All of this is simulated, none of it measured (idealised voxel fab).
process module | voxel self aligned vias
cross-section cut | 280 nm wide | cells 5 nm
A cross-section is a grid of square cells, given in bands from the top down. A band is one or more rows of cells.
Each band's line starts with the height of the band's top and of its bottom, in nm. Then come its materials from left to right, each with its width in nm. One material with "throughout" fills the band from edge to edge. "air" is empty space.
Height 0 is the level under which the wafer as received is all one material. The lowest band goes on downwards, as in "0 down".
A width such as "30 to 40" changes by the same amount from each row of cells to the next, from the band's top row to its bottom row.
"no change" after a step means that no cell of the cross-section changed.
closed voids: empty space of 8 cells or more with no open way to the top, each as width x height at its distance from the left edge, in nm
after a step's settings: what the simulator itself notes on the step
overlay nm, on a step with a mask: how far to the right of its planned place the mask lay; to the left if negative
plan
1 op RECEIVE | material Si
2 op CONFORMAL_DEP | material SiO2 | thk nm 10
3 op CONFORMAL_DEP | material SiCN | thk nm 5
4 op DIRECTIONAL_DEP | material lowk | thk nm 30
5 op DIRECTIONAL_DEP | material aC | thk nm 15
6 op PATTERN | tone open | mask id LINES | material resist | width nm 30 | pitch nm 65 | thk nm 35 | overlay nm 0
7 op DIRECTIONAL_ETCH | etch materials aC | depth nm 15
8 op STRIP | etch materials resist
9 op DIRECTIONAL_ETCH | etch materials lowk | depth nm 30
10 op STRIP | etch materials aC
11 op CONFORMAL_DEP | material TiN | thk nm 5
12 op FILL_DEP | material W | thk nm 10
13 op CMP | height nm 45
14 op SELECTIVE_ETCH | etch materials W Ru TiN | depth nm 10
15 op FILL_DEP | material SiN | thk nm 5
16 op CMP | height nm 45
17 op DIRECTIONAL_DEP | material lowk | thk nm 20
18 op MASKED_ETCH | tone open | mask id VIAS | width nm 40 | pitch nm 65 | etch materials lowk | depth nm 20 | overlay nm 0
19 op MASKED_ETCH | tone open | mask id VIAS | width nm 50 | pitch nm 65 | etch materials SiN | depth nm 10 | overlay nm 0
20 op CONFORMAL_DEP | material TiN | thk nm 5
21 op FILL_DEP | material Ru | thk nm 10
22 op CMP | height nm 65
23 op CONFORMAL_DEP | material SiN | thk nm 5
varied across the wafers: width nm of step 18. The plan shows the first wafer's value. All wafers start alike
first wafer as received, after step 1
  0 down: Si throughout
  closed voids: none
first wafer at the end, after step 23
  70 to 65: SiN throughout
  65 to 50: lowk 55 | TiN 5 | Ru 30 | TiN 5 | lowk 25 | TiN 5 | Ru 30 | TiN 5 | lowk 25 | TiN 5 | Ru 30 | TiN 5 | lowk 55
  50 to 40: lowk 55 to 60 | TiN 10 to 5 | Ru 20 | TiN 10 to 5 | lowk 25 to 35 | TiN 10 to 5 | Ru 20 | TiN 10 to 5 | lowk 25 to 35 | TiN 10 to 5 | Ru 20 | TiN 10 to 5 | lowk 55 to 60
  40 to 35: lowk 60 | TiN 30 | lowk 35 | TiN 30 | lowk 35 | TiN 30 | lowk 60
  35 to 20: lowk 60 | TiN 5 | W 20 | TiN 5 | lowk 35 | TiN 5 | W 20 | TiN 5 | lowk 35 | TiN 5 | W 20 | TiN 5 | lowk 60
  20 to 15: lowk 60 | TiN 30 | lowk 35 | TiN 30 | lowk 35 | TiN 30 | lowk 60
  15 to 10: SiCN throughout
  10 to 0: SiO2 throughout
  0 down: Si throughout
  closed voids: none
last wafer at the end
  70 to 65: SiN throughout
  65 to 50: lowk 50 | TiN 5 | Ru 40 | TiN 5 | lowk 15 | TiN 5 | Ru 40 | TiN 5 | lowk 15 | TiN 5 | Ru 40 | TiN 5 | lowk 50
  50 to 40: lowk 50 to 60 | TiN 15 to 5 | Ru 20 | TiN 15 to 5 | lowk 15 to 35 | TiN 15 to 5 | Ru 20 | TiN 15 to 5 | lowk 15 to 35 | TiN 15 to 5 | Ru 20 | TiN 15 to 5 | lowk 50 to 60
  40 to 35: lowk 60 | TiN 30 | lowk 35 | TiN 30 | lowk 35 | TiN 30 | lowk 60
  35 to 20: lowk 60 | TiN 5 | W 20 | TiN 5 | lowk 35 | TiN 5 | W 20 | TiN 5 | lowk 35 | TiN 5 | W 20 | TiN 5 | lowk 60
  20 to 15: lowk 60 | TiN 30 | lowk 35 | TiN 30 | lowk 35 | TiN 30 | lowk 60
  15 to 10: SiCN throughout
  10 to 0: SiO2 throughout
  0 down: Si throughout
  closed voids: none
each wafer at the end: cells of each material gained (+) or lost (-) since it was received, then its closed voids
width nm 40 | +78 Ru | +56 SiCN | +56 SiN | +112 SiO2 | +90 TiN | +36 W | +356 lowk | closed voids: none
width nm 45 | +87 Ru | +56 SiCN | +56 SiN | +112 SiO2 | +93 TiN | +36 W | +344 lowk | closed voids: none
width nm 50 | +96 Ru | +56 SiCN | +56 SiN | +112 SiO2 | +96 TiN | +36 W | +332 lowk | closed voids: none
